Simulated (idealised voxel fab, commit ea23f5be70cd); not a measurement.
Documented hereafter: the process module known as voxel self aligned contacts.
This is section cut - it's 280 nm across, gridded in 5 nm square cells.
Throughout this document, each cross-section is represented as a grid of square cells and is presented as a sequence of bands enumerated from the top downward, where a band comprises one or more rows of cells.
What a band's entry tells you: where the top is and where the bottom is, as heights in nm, and after that what lies inside, material by material from left to right, each with its width in nm. Empty space is written as the word "blank", and a single material marked with the word "all across" occupies the band from edge to edge.
Height reference: 0 = level under which incoming wafer is all one material. Lowest band: no bottom, runs on downward, e.g. "0..down".
Width spec "30 to 40" -> top row of cells at first value, bottom row at second value, equal per-row change in between.
Where the words "all unchanged" appear for a step, the cross-section shows no cell changed by that step; every cell remained as before.
Empty spaces without an open route to the top, at least 8 cells in extent, make up the entry "Trapped cavities"; each is given as width x height at distance, where the distance is measured from the left edge, and all are in nm.
Anything after a step's settings on that line? It's the simulator's own note about the step.
Steps that use a mask can have "overlay nm" on their line. It says how far the mask sat to the right of where it was meant to be. Negative means to the left.

### The planned process steps are enumerated hereunder
- 1: RECEIVE (material Si)
- 2: CONFORMAL_DEP (material SiO2; thk nm 5)
- 3: DIRECTIONAL_DEP (material polySi; thk nm 30)
- 4: DIRECTIONAL_DEP (material SiN; thk nm 20)
- 5: MASKED_ETCH (tone cover; mask id GATE; width nm 25; pitch nm 50; etch materials SiN; depth nm 20; overlay nm 0)
- 6: MASKED_ETCH (tone cover; mask id GATE; width nm 25; pitch nm 50; etch materials polySi; depth nm 30; overlay nm 0)
- 7: CONFORMAL_DEP (material SiN; thk nm 5)
- 8: DIRECTIONAL_ETCH (etch materials SiN; depth nm 5)
- 9: FILL_DEP (material SiO2; thk nm 20)
- 10: CMP (height nm 65)
- 11: PATTERN (tone open; mask id CONTACT; material resist; width nm 35; pitch nm 50; thk nm 15; overlay nm 0)
- 12: DIRECTIONAL_ETCH (etch materials SiO2; depth nm 65)
- 13: STRIP (etch materials resist)
- 14: CONFORMAL_DEP (material TiN; thk nm 5)
- 15: FILL_DEP (material W; thk nm 10)
- 16: CMP (height nm 65)
- 17: CONFORMAL_DEP (material SiCN; thk nm 5)

### Cross-section of the incoming wafer, state after step 1
- 0..down: Si all across
- Trapped cavities: none

### First of two wafers: cross-section at end of module, run per plan
- 70..65: SiCN all across
- 65..55: SiO2=95, then TiN=5 to 15, then W=25 to 5, then TiN=5 to 15, then SiO2=15, then TiN=5 to 15, then W=25 to 5, then TiN=5 to 15, then SiO2=100
- 55..35: SiO2=70, then SiN=35, then TiN=5, then W=5, then TiN=5, then SiN=35, then TiN=5, then W=5, then TiN=5, then SiN=35, then SiO2=75
- 35..5: SiO2=70, then SiN=5, then polySi=25, then SiN=5, then TiN=5, then W=5, then TiN=5, then SiN=5, then polySi=25, then SiN=5, then TiN=5, then W=5, then TiN=5, then SiN=5, then polySi=25, then SiN=5, then SiO2=75
- 5..0: SiO2=105, then TiN=15, then SiO2=35, then TiN=15, then SiO2=110
- 0..down: Si all across
- Trapped cavities: none

### Cross-section at end of module for the second wafer of two, which matched the first in starting point and plan and differed by one mistake in its processing
- 70..65: SiCN all across
- 65..55: SiO2=100, then TiN=5 to 10, then W=20 to 5, then TiN=5 to 15, then SiO2=20, then TiN=5 to 10, then W=20 to 5, then TiN=5 to 15, then SiO2=100
- 55..35: SiO2=70, then SiN=35, then TiN=5, then W=5, then TiN=5, then SiN=35, then TiN=5, then W=5, then TiN=5, then SiN=35, then SiO2=75
- 35..5: SiO2=70, then SiN=5, then polySi=25, then SiN=5, then TiN=5, then W=5, then TiN=5, then SiN=5, then polySi=25, then SiN=5, then TiN=5, then W=5, then TiN=5, then SiN=5, then polySi=25, then SiN=5, then SiO2=75
- 5..0: SiO2=105, then TiN=15, then SiO2=35, then TiN=15, then SiO2=110
- 0..down: Si all across
- Trapped cavities: none
Misprocessing identified: step 11 off recipe, ran as PATTERN (tone open; mask id CONTACT; material resist; width nm 30; pitch nm 50; thk nm 15; overlay nm 0)
Final difference in cells, second wafer against first, listed per material as more or fewer: SiO2 +4, TiN -2, W -2
